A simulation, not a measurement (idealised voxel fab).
Process module in this document: voxel capacitor over wiring
Square cells of 5 nm make up the cross-section cut, whose width is 225 nm.
Throughout this document, each cross-section is represented as a grid of square cells and is presented as a sequence of bands enumerated from the top downward, where a band comprises one or more rows of cells. Top, bottom (nm), then materials left to right with widths (nm); lone material tagged "full width" fills the whole band edge to edge; "blank" = empty space. Height reference: 0 = level under which incoming wafer is all one material. Lowest band: no bottom, runs on downward, e.g. "z 0 and below". Graded width ("30->40"): value in top row of band = first number; value in bottom row = second number; row-to-row change constant. Basically "no alteration" means that step didn't change any cell in the cross-section. "Closed void inventory" enumerates empty spaces isolated from the top, with no open way to it, that contain at least 8 cells, giving each as width x height at distance from the left edge, all three in nm. Whatever follows a step's settings on its line is a remark the simulator itself makes about that step. When a step includes a mask, the "overlay nm" setting on its line states how far to the right of its planned place that mask lay, and negative values state how far to the left.

The following list gives the planned process steps
1 RECEIVE: material Si
2 CONFORMAL_DEP: material SiO2, thk nm 15
3 CONFORMAL_DEP: material SiN, thk nm 5
4 DIRECTIONAL_DEP: material SiO2, thk nm 25
5 DIRECTIONAL_DEP: material aC, thk nm 10
6 PATTERN: tone open, mask id METAL_1, material resist, width nm 25, pitch nm 85, thk nm 30, overlay nm 0
7 DIRECTIONAL_ETCH: etch materials aC, depth nm 10
8 STRIP: etch materials resist
9 DIRECTIONAL_ETCH: etch materials SiO2, depth nm 25
10 DIRECTIONAL_ETCH: etch materials SiN, depth nm 5
11 STRIP: etch materials aC
12 CONFORMAL_DEP: material TiN, thk nm 5
13 FILL_DEP: material Ru, thk nm 5
14 CMP: height nm 45
15 EPI: material Ru, thk nm 5
16 FILL_DEP: material SiCN, thk nm 5
17 DIRECTIONAL_DEP: material SiO2, thk nm 15
18 MASKED_ETCH: tone open, mask id PLUG_1, width nm 15, etch materials SiO2, depth nm 15, overlay nm 0
19 MASKED_ETCH: tone open, mask id PLUG_1, width nm 15, etch materials SiCN, depth nm 5, overlay nm 0
20 CONFORMAL_DEP: material TiN, thk nm 5
21 FILL_DEP: material W, thk nm 10
22 CMP: height nm 70
23 DIRECTIONAL_DEP: material TiN, thk nm 10
24 DIRECTIONAL_DEP: material Al2O3, thk nm 5
25 DIRECTIONAL_DEP: material TiN, thk nm 10
26 PATTERN: tone cover, mask id UPPER_PLATE, material resist, width nm 65, thk nm 15, overlay nm 0
27 DIRECTIONAL_ETCH: etch materials TiN, depth nm 10
28 DIRECTIONAL_ETCH: etch materials Al2O3, depth nm 5
29 STRIP: etch materials resist
30 DIRECTIONAL_DEP: material aC, thk nm 15
31 PATTERN: tone cover, mask id LOWER_PLATE, material resist, width nm 75, thk nm 30, overlay nm 0
32 DIRECTIONAL_ETCH: etch materials aC, depth nm 15
33 STRIP: etch materials resist
34 DIRECTIONAL_ETCH: etch materials TiN, depth nm 10
35 STRIP: etch materials aC
36 FILL_DEP: material SiO2, thk nm 15
37 CMP: height nm 105
38 PATTERN: tone open, mask id PLUG_2, material resist, width nm 15, thk nm 20, overlay nm 0
39 DIRECTIONAL_ETCH: etch materials SiO2, depth nm 10
40 STRIP: etch materials resist
41 CONFORMAL_DEP: material TiN, thk nm 5
42 FILL_DEP: material Cu, thk nm 10
43 CMP: height nm 105
44 CONFORMAL_DEP: material SiCN, thk nm 5

Cross-section of the wafer upon arrival, representing the state reached after step 1
  z 0 and below: Si full width
  Closed void inventory: none

Starting structure and process plan are as shown above, but one mistake was made in running the module; the wafer cross-section at the end of the module follows
  z 110 to 105: SiCN full width
  z 105 to 100: 75 of SiO2 | 5 of TiN | 5 of Cu | 5 of TiN | 135 of SiO2
  z 100 to 95: 75 of SiO2 | 15 of TiN | 135 of SiO2
  z 95 to 85: 65 of SiO2 | 65 of TiN | 95 of SiO2
  z 85 to 80: 65 of SiO2 | 65 of Al2O3 | 95 of SiO2
  z 80 to 70: 60 of SiO2 | 75 of TiN | 90 of SiO2
  z 70 to 60: 60 of W | 5 of TiN | 15 of SiO2 | 5 of TiN | 140 of W
  z 60 to 55: 65 of TiN | 15 of SiO2 | 145 of TiN
  z 55 to 50: SiCN full width
  z 50 to 45: 50 of SiCN | 35 of Ru | 50 of SiCN | 35 of Ru | 55 of SiCN
  z 45 to 20: 55 of SiO2 | 5 of TiN | 15 of Ru | 5 of TiN | 60 of SiO2 | 5 of TiN | 15 of Ru | 5 of TiN | 60 of SiO2
  z 20 to 15: 55 of SiN | 25 of TiN | 60 of SiN | 25 of TiN | 60 of SiN
  z 15 to 0: SiO2 full width
  z 0 and below: Si full width
  Closed void inventory: none
Here's what went sideways: step 18: run off-plan, actual operation and settings MASKED_ETCH: tone cover, mask id PLUG_1, width nm 15, etch materials SiO2, depth nm 15, overlay nm 0
